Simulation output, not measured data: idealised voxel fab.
Process module, titled voxel double patterning
Each square cell in cross-section cut measures 5 nm, and the section as a whole is 145 nm wide.
Heads up, the way a cross-section reads in here is a grid of square cells, handed over as bands from the top down, with every band being one or more rows of cells. Band entry format. Leading values: height of top, height of bottom, nm. Remainder: materials in left-to-right order, each with its width in nm. Special words: "all across" on a single material, which then fills the band edge to edge; "empty", empty space. Basically, 0 is our baseline, since under it the wafer straight out of the box is all one material. The bottom band has no lower end and keeps on going down, so it looks like "0 nm and below". So if you see something like "30..40" for the width, read it as the top row of the band sitting at the first number and the bottom row at the second, with every row in between moving by the same amount as the last. "left unchanged" -> step changed no cross-section cell. Heads up: "Enclosed internal cavities" only lists the empty pockets with no open path to the top that are 8 cells or more, and it writes them as width x height at distance, distance from the left edge, in nm. Step line, after settings: the simulator's comment on this step. What "overlay nm" on a step's line means: if the step has a mask, that mask lay this far to the right of its planned place, or, when the value is negative, to the left.
Process steps (planned):
step 1: RECEIVE, material Si
step 2: CONFORMAL_DEP, material SiO2, thk nm 10
step 3: DIRECTIONAL_DEP, material W, thk nm 15
step 4: DIRECTIONAL_DEP, material SiN, thk nm 5
step 5: DIRECTIONAL_DEP, material aC, thk nm 15
step 6: PATTERN, tone open, mask id FIRST, material resist, width nm 15, pitch nm 50, thk nm 30, overlay nm 0
step 7: DIRECTIONAL_ETCH, etch materials aC, depth nm 15
step 8: STRIP, etch materials resist
step 9: DIRECTIONAL_ETCH, etch materials SiN, depth nm 5
step 10: STRIP, etch materials aC
step 11: DIRECTIONAL_DEP, material aC, thk nm 15
step 12: PATTERN, tone open, mask id SECOND, material resist, width nm 15, thk nm 30, overlay nm 0
step 13: DIRECTIONAL_ETCH, etch materials aC, depth nm 15
step 14: STRIP, etch materials resist
step 15: DIRECTIONAL_ETCH, etch materials SiN, depth nm 5
step 16: STRIP, etch materials aC
step 17: DIRECTIONAL_ETCH, etch materials W, depth nm 15
step 18: STRIP, etch materials SiN
Cross-section, incoming material, after step 1:
> 0 nm and below  Si all across
> Enclosed internal cavities: none
Run as planned - first of the two wafers cross-sectioned at the end of the module:
> 25 nm to 10 nm  W 40 nm, empty 15 nm, W 10 nm, empty 15 nm, W 10 nm, empty 15 nm, W 40 nm
> 10 nm to 0 nm  SiO2 all across
> 0 nm and below  Si all across
> Enclosed internal cavities: none
Now the second wafer, cross-sectioned at the end of the module. Nothing different at the start, nothing different in the plan compared with the first, just one mistake when it was actually run:
> 25 nm to 10 nm  W 40 nm, empty 15 nm, W 5 nm, empty 25 nm, W 5 nm, empty 15 nm, W 40 nm
> 10 nm to 0 nm  SiO2 all across
> 0 nm and below  Si all across
> Enclosed internal cavities: none
What was done differently from what was planned? step 12 ran as: PATTERN, tone open, mask id SECOND, material resist, width nm 25, thk nm 30, overlay nm 0
It is noted that, at the conclusion of processing, the second wafer exhibits a higher or lower cell count for certain materials relative to the first: -6 W
